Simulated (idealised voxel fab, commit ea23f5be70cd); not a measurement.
process module | voxel capacitor over wiring
cross-section cut | 240 nm wide | cells 5 nm
A cross-section is a grid of square cells, given in bands from the top down. A band is one or more rows of cells.
Each band's line starts with the height of the band's top and of its bottom, in nm. Then come its materials from left to right, each with its width in nm. One material with "throughout" fills the band from edge to edge. "air" is empty space.
Height 0 is the level under which the wafer as received is all one material. The lowest band goes on downwards, as in "0 down".
A width such as "30 to 40" changes by the same amount from each row of cells to the next, from the band's top row to its bottom row.
"no change" after a step means that no cell of the cross-section changed.
closed voids: empty space of 8 cells or more with no open way to the top, each as width x height at its distance from the left edge, in nm
after a step's settings: what the simulator itself notes on the step
overlay nm, on a step with a mask: how far to the right of its planned place the mask lay; to the left if negative
plan
1 op RECEIVE | material Si
2 op CONFORMAL_DEP | material SiO2 | thk nm 10
3 op CONFORMAL_DEP | material SiCN | thk nm 5
4 op DIRECTIONAL_DEP | material SiO2 | thk nm 20
5 op DIRECTIONAL_DEP | material aC | thk nm 15
6 op PATTERN | tone open | mask id METAL_1 | material resist | width nm 30 | pitch nm 90 | thk nm 30 | overlay nm 0
7 op DIRECTIONAL_ETCH | etch materials aC | depth nm 15
8 op STRIP | etch materials resist
9 op DIRECTIONAL_ETCH | etch materials SiO2 | depth nm 20
10 op DIRECTIONAL_ETCH | etch materials SiCN | depth nm 5
11 op STRIP | etch materials aC
12 op CONFORMAL_DEP | material TiN | thk nm 5
13 op FILL_DEP | material Cu | thk nm 10
14 op CMP | height nm 35
15 op CONFORMAL_DEP | material SiCN | thk nm 5
16 op DIRECTIONAL_DEP | material lowk | thk nm 20
17 op DIRECTIONAL_DEP | material aC | thk nm 10
18 op PATTERN | tone open | mask id PLUG_1 | material resist | width nm 15 | thk nm 30 | overlay nm 0
19 op DIRECTIONAL_ETCH | etch materials aC | depth nm 10
20 op STRIP | etch materials resist
21 op DIRECTIONAL_ETCH | etch materials lowk | depth nm 20
22 op DIRECTIONAL_ETCH | etch materials SiCN | depth nm 5
23 op STRIP | etch materials aC
24 op EPI | material Ru | thk nm 10
25 op EPI | material Ru | thk nm 10
26 op EPI | material Ru | thk nm 5
27 op DIRECTIONAL_DEP | material TiN | thk nm 10
28 op DIRECTIONAL_DEP | material HfO2 | thk nm 5
29 op DIRECTIONAL_DEP | material TiN | thk nm 10
30 op PATTERN | tone cover | mask id UPPER_PLATE | material resist | width nm 65 | thk nm 20 | overlay nm 0
31 op DIRECTIONAL_ETCH | etch materials TiN | depth nm 10
32 op DIRECTIONAL_ETCH | etch materials HfO2 | depth nm 5
33 op STRIP | etch materials resist
34 op DIRECTIONAL_DEP | material aC | thk nm 10
35 op PATTERN | tone cover | mask id LOWER_PLATE | material resist | width nm 75 | thk nm 25 | overlay nm 0
36 op DIRECTIONAL_ETCH | etch materials aC | depth nm 10
37 op STRIP | etch materials resist
38 op DIRECTIONAL_ETCH | etch materials TiN | depth nm 10
39 op STRIP | etch materials aC
40 op FILL_DEP | material SiO2 | thk nm 20
41 op CMP | height nm 100
42 op DIRECTIONAL_DEP | material aC | thk nm 10
43 op PATTERN | tone open | mask id PLUG_2 | material resist | width nm 15 | thk nm 25 | overlay nm 0
44 op DIRECTIONAL_ETCH | etch materials aC | depth nm 10
45 op STRIP | etch materials resist
46 op DIRECTIONAL_ETCH | etch materials SiO2 | depth nm 15
47 op STRIP | etch materials aC
48 op CONFORMAL_DEP | material TiN | thk nm 5
49 op FILL_DEP | material Cu | thk nm 5
50 op CMP | height nm 100
51 op CONFORMAL_DEP | material SiCN | thk nm 5
first wafer, as planned
as received, after step 1
  0 down: Si throughout
  closed voids: none
after step 2
  10 to 0: SiO2 throughout
  below 0: unchanged
after step 3
  15 to 10: SiCN throughout
  below 10: unchanged
after step 4
  35 to 15: SiO2 throughout
  below 15: unchanged
after step 5
  50 to 35: aC throughout
  below 35: unchanged
after step 6
  80 to 50: resist 60 | air 30 | resist 60 | air 30 | resist 60
  below 50: unchanged
after step 7
  65 to 50: resist 60 | air 30 | resist 60 | air 30 | resist 60
  50 to 35: aC 60 | air 30 | aC 60 | air 30 | aC 60
  below 35: unchanged
after step 8
  50 to 35: aC 60 | air 30 | aC 60 | air 30 | aC 60
  below 35: unchanged
after step 9
  50 to 35: aC 60 | air 30 | aC 60 | air 30 | aC 60
  35 to 15: SiO2 60 | air 30 | SiO2 60 | air 30 | SiO2 60
  below 15: unchanged
after step 10
  50 to 35: aC 60 | air 30 | aC 60 | air 30 | aC 60
  35 to 15: SiO2 60 | air 30 | SiO2 60 | air 30 | SiO2 60
  15 to 10: SiCN 60 | air 30 | SiCN 60 | air 30 | SiCN 60
  below 10: unchanged
after step 11
  35 to 15: SiO2 60 | air 30 | SiO2 60 | air 30 | SiO2 60
  below 15: unchanged
after step 12
  40 to 35: TiN 65 | air 20 | TiN 70 | air 20 | TiN 65
  35 to 15: SiO2 60 | TiN 5 | air 20 | TiN 5 | SiO2 60 | TiN 5 | air 20 | TiN 5 | SiO2 60
  15 to 10: SiCN 60 | TiN 30 | SiCN 60 | TiN 30 | SiCN 60
  below 10: unchanged
after step 13
  50 to 40: Cu throughout
  40 to 35: TiN 65 | Cu 20 | TiN 70 | Cu 20 | TiN 65
  35 to 15: SiO2 60 | TiN 5 | Cu 20 | TiN 5 | SiO2 60 | TiN 5 | Cu 20 | TiN 5 | SiO2 60
  below 15: unchanged
after step 14
  35 to 15: SiO2 60 | TiN 5 | Cu 20 | TiN 5 | SiO2 60 | TiN 5 | Cu 20 | TiN 5 | SiO2 60
  below 15: unchanged
after step 15
  40 to 35: SiCN throughout
  below 35: unchanged
after step 16
  60 to 40: lowk throughout
  below 40: unchanged
after step 17
  70 to 60: aC throughout
  below 60: unchanged
after step 18
  100 to 70: resist 75 | air 15 | resist 150
  below 70: unchanged
after step 19
  90 to 70: resist 75 | air 15 | resist 150
  70 to 60: aC 75 | air 15 | aC 150
  below 60: unchanged
after step 20
  70 to 60: aC 75 | air 15 | aC 150
  below 60: unchanged
after step 21
  70 to 60: aC 75 | air 15 | aC 150
  60 to 40: lowk 75 | air 15 | lowk 150
  below 40: unchanged
after step 22
  70 to 60: aC 75 | air 15 | aC 150
  60 to 40: lowk 75 | air 15 | lowk 150
  40 to 35: SiCN 75 | air 15 | SiCN 150
  below 35: unchanged
after step 23
  60 to 40: lowk 75 | air 15 | lowk 150
  below 40: unchanged
after step 24
  60 to 45: lowk 75 | air 15 | lowk 150
  45 to 40: lowk 75 | Ru 15 | lowk 150
  40 to 35: SiCN 75 | Ru 15 | SiCN 150
  below 35: unchanged
after step 25
  60 to 55: lowk 75 | air 15 | lowk 150
  55 to 40: lowk 75 | Ru 15 | lowk 150
  below 40: unchanged
after step 26
  60 to 40: lowk 75 | Ru 15 | lowk 150
  below 40: unchanged
after step 27
  70 to 60: TiN throughout
  below 60: unchanged
after step 28
  75 to 70: HfO2 throughout
  below 70: unchanged
after step 29
  85 to 75: TiN throughout
  below 75: unchanged
after step 30
  105 to 85: air 75 | resist 65 | air 100
  below 85: unchanged
after step 31
  105 to 85: air 75 | resist 65 | air 100
  85 to 75: air 75 | TiN 65 | air 100
  below 75: unchanged
after step 32
  105 to 85: air 75 | resist 65 | air 100
  85 to 75: air 75 | TiN 65 | air 100
  75 to 70: air 75 | HfO2 65 | air 100
  below 70: unchanged
after step 33
  85 to 75: air 75 | TiN 65 | air 100
  below 75: unchanged
after step 34
  95 to 85: air 75 | aC 65 | air 100
  85 to 80: air 75 | TiN 65 | air 100
  80 to 75: aC 75 | TiN 65 | aC 100
  75 to 70: aC 75 | HfO2 65 | aC 100
  below 70: unchanged
after step 35
  120 to 95: air 70 | resist 75 | air 95
  95 to 85: air 70 | resist 5 | aC 65 | resist 5 | air 95
  85 to 80: air 70 | resist 5 | TiN 65 | resist 5 | air 95
  below 80: unchanged
after step 36
  110 to 95: air 70 | resist 75 | air 95
  95 to 85: air 70 | resist 5 | aC 65 | resist 5 | air 95
  85 to 80: air 70 | resist 5 | TiN 65 | resist 5 | air 95
  80 to 75: air 70 | aC 5 | TiN 65 | aC 5 | air 95
  75 to 70: air 70 | aC 5 | HfO2 65 | aC 5 | air 95
  below 70: unchanged
after step 37
  95 to 85: air 75 | aC 65 | air 100
  85 to 80: air 75 | TiN 65 | air 100
  below 80: unchanged
after step 38
  95 to 85: air 75 | aC 65 | air 100
  85 to 80: air 75 | TiN 65 | air 100
  80 to 75: air 70 | aC 5 | TiN 65 | aC 5 | air 95
  75 to 70: air 70 | aC 5 | HfO2 65 | aC 5 | air 95
  70 to 60: air 70 | TiN 75 | air 95
  below 60: unchanged
after step 39
  85 to 75: air 75 | TiN 65 | air 100
  75 to 70: air 75 | HfO2 65 | air 100
  below 70: unchanged
after step 40
  105 to 85: SiO2 throughout
  85 to 75: SiO2 75 | TiN 65 | SiO2 100
  75 to 70: SiO2 75 | HfO2 65 | SiO2 100
  70 to 60: SiO2 70 | TiN 75 | SiO2 95
  below 60: unchanged
after step 41
  100 to 85: SiO2 throughout
  below 85: unchanged
after step 42
  110 to 100: aC throughout
  below 100: unchanged
after step 43
  135 to 110: resist 85 | air 15 | resist 140
  below 110: unchanged
after step 44
  125 to 110: resist 85 | air 15 | resist 140
  110 to 100: aC 85 | air 15 | aC 140
  below 100: unchanged
after step 45
  110 to 100: aC 85 | air 15 | aC 140
  below 100: unchanged
after step 46
  110 to 100: aC 85 | air 15 | aC 140
  100 to 85: SiO2 85 | air 15 | SiO2 140
  below 85: unchanged
after step 47
  100 to 85: SiO2 85 | air 15 | SiO2 140
  below 85: unchanged
after step 48
  105 to 100: TiN 90 | air 5 | TiN 145
  100 to 90: SiO2 85 | TiN 5 | air 5 | TiN 5 | SiO2 140
  90 to 85: SiO2 85 | TiN 15 | SiO2 140
  below 85: unchanged
after step 49
  110 to 105: Cu throughout
  105 to 100: TiN 90 | Cu 5 | TiN 145
  100 to 90: SiO2 85 | TiN 5 | Cu 5 | TiN 5 | SiO2 140
  below 90: unchanged
after step 50
  100 to 90: SiO2 85 | TiN 5 | Cu 5 | TiN 5 | SiO2 140
  below 90: unchanged
after step 51
  105 to 100: SiCN throughout
  below 100: unchanged
second wafer: like start, like plan, one mistake. Through step 13 it matches the first wafer
when step 14 should have ended
  30 to 15: SiO2 60 | TiN 5 | Cu 20 | TiN 5 | SiO2 60 | TiN 5 | Cu 20 | TiN 5 | SiO2 60
  below 15: unchanged
when step 15 should have ended
  35 to 30: SiCN throughout
  below 30: unchanged
when step 16 should have ended
  55 to 35: lowk throughout
  below 35: unchanged
when step 17 should have ended
  65 to 55: aC throughout
  below 55: unchanged
when step 18 should have ended
  95 to 65: resist 75 | air 15 | resist 150
  below 65: unchanged
when step 19 should have ended
  85 to 65: resist 75 | air 15 | resist 150
  65 to 55: aC 75 | air 15 | aC 150
  below 55: unchanged
when step 20 should have ended
  65 to 55: aC 75 | air 15 | aC 150
  below 55: unchanged
when step 21 should have ended
  65 to 55: aC 75 | air 15 | aC 150
  55 to 35: lowk 75 | air 15 | lowk 150
  below 35: unchanged
when step 22 should have ended
  65 to 55: aC 75 | air 15 | aC 150
  55 to 35: lowk 75 | air 15 | lowk 150
  35 to 30: SiCN 75 | air 15 | SiCN 150
  below 30: unchanged
when step 23 should have ended
  55 to 35: lowk 75 | air 15 | lowk 150
  below 35: unchanged
when step 24 should have ended
  55 to 40: lowk 75 | air 15 | lowk 150
  40 to 35: lowk 75 | Ru 15 | lowk 150
  35 to 30: SiCN 75 | Ru 15 | SiCN 150
  below 30: unchanged
when step 25 should have ended
  55 to 50: lowk 75 | air 15 | lowk 150
  50 to 35: lowk 75 | Ru 15 | lowk 150
  below 35: unchanged
when step 26 should have ended
  55 to 35: lowk 75 | Ru 15 | lowk 150
  below 35: unchanged
when step 27 should have ended
  65 to 55: TiN throughout
  below 55: unchanged
when step 28 should have ended
  70 to 65: HfO2 throughout
  below 65: unchanged
when step 29 should have ended
  80 to 70: TiN throughout
  below 70: unchanged
when step 30 should have ended
  100 to 80: air 75 | resist 65 | air 100
  below 80: unchanged
when step 31 should have ended
  100 to 80: air 75 | resist 65 | air 100
  80 to 70: air 75 | TiN 65 | air 100
  below 70: unchanged
when step 32 should have ended
  100 to 80: air 75 | resist 65 | air 100
  80 to 70: air 75 | TiN 65 | air 100
  70 to 65: air 75 | HfO2 65 | air 100
  below 65: unchanged
when step 33 should have ended
  80 to 70: air 75 | TiN 65 | air 100
  below 70: unchanged
when step 34 should have ended
  90 to 80: air 75 | aC 65 | air 100
  80 to 75: air 75 | TiN 65 | air 100
  75 to 70: aC 75 | TiN 65 | aC 100
  70 to 65: aC 75 | HfO2 65 | aC 100
  below 65: unchanged
when step 35 should have ended
  115 to 90: air 70 | resist 75 | air 95
  90 to 80: air 70 | resist 5 | aC 65 | resist 5 | air 95
  80 to 75: air 70 | resist 5 | TiN 65 | resist 5 | air 95
  below 75: unchanged
when step 36 should have ended
  105 to 90: air 70 | resist 75 | air 95
  90 to 80: air 70 | resist 5 | aC 65 | resist 5 | air 95
  80 to 75: air 70 | resist 5 | TiN 65 | resist 5 | air 95
  75 to 70: air 70 | aC 5 | TiN 65 | aC 5 | air 95
  70 to 65: air 70 | aC 5 | HfO2 65 | aC 5 | air 95
  below 65: unchanged
when step 37 should have ended
  90 to 80: air 75 | aC 65 | air 100
  80 to 75: air 75 | TiN 65 | air 100
  below 75: unchanged
when step 38 should have ended
  90 to 80: air 75 | aC 65 | air 100
  80 to 75: air 75 | TiN 65 | air 100
  75 to 70: air 70 | aC 5 | TiN 65 | aC 5 | air 95
  70 to 65: air 70 | aC 5 | HfO2 65 | aC 5 | air 95
  65 to 55: air 70 | TiN 75 | air 95
  below 55: unchanged
when step 39 should have ended
  80 to 70: air 75 | TiN 65 | air 100
  70 to 65: air 75 | HfO2 65 | air 100
  below 65: unchanged
when step 40 should have ended
  100 to 80: SiO2 throughout
  80 to 70: SiO2 75 | TiN 65 | SiO2 100
  70 to 65: SiO2 75 | HfO2 65 | SiO2 100
  65 to 55: SiO2 70 | TiN 75 | SiO2 95
  below 55: unchanged
when step 41 should have ended: no change
when step 42 should have ended
  110 to 100: aC throughout
  below 100: unchanged
when step 43 should have ended
  135 to 110: resist 85 | air 15 | resist 140
  below 110: unchanged
when step 44 should have ended
  125 to 110: resist 85 | air 15 | resist 140
  110 to 100: aC 85 | air 15 | aC 140
  below 100: unchanged
when step 45 should have ended
  110 to 100: aC 85 | air 15 | aC 140
  below 100: unchanged
when step 46 should have ended
  110 to 100: aC 85 | air 15 | aC 140
  100 to 85: SiO2 85 | air 15 | SiO2 140
  below 85: unchanged
when step 47 should have ended
  100 to 85: SiO2 85 | air 15 | SiO2 140
  below 85: unchanged
when step 48 should have ended
  105 to 100: TiN 90 | air 5 | TiN 145
  100 to 90: SiO2 85 | TiN 5 | air 5 | TiN 5 | SiO2 140
  90 to 85: SiO2 85 | TiN 15 | SiO2 140
  below 85: unchanged
when step 49 should have ended
  110 to 105: Cu throughout
  105 to 100: TiN 90 | Cu 5 | TiN 145
  100 to 90: SiO2 85 | TiN 5 | Cu 5 | TiN 5 | SiO2 140
  below 90: unchanged
when step 50 should have ended
  100 to 90: SiO2 85 | TiN 5 | Cu 5 | TiN 5 | SiO2 140
  below 90: unchanged
when step 51 should have ended
  105 to 100: SiCN throughout
  below 100: unchanged
what went wrong: step 14 ran as: op CMP | height nm 30
at the end the second wafer has, in cells: 8 fewer of Cu | 12 more of SiO2 | 4 fewer of TiN
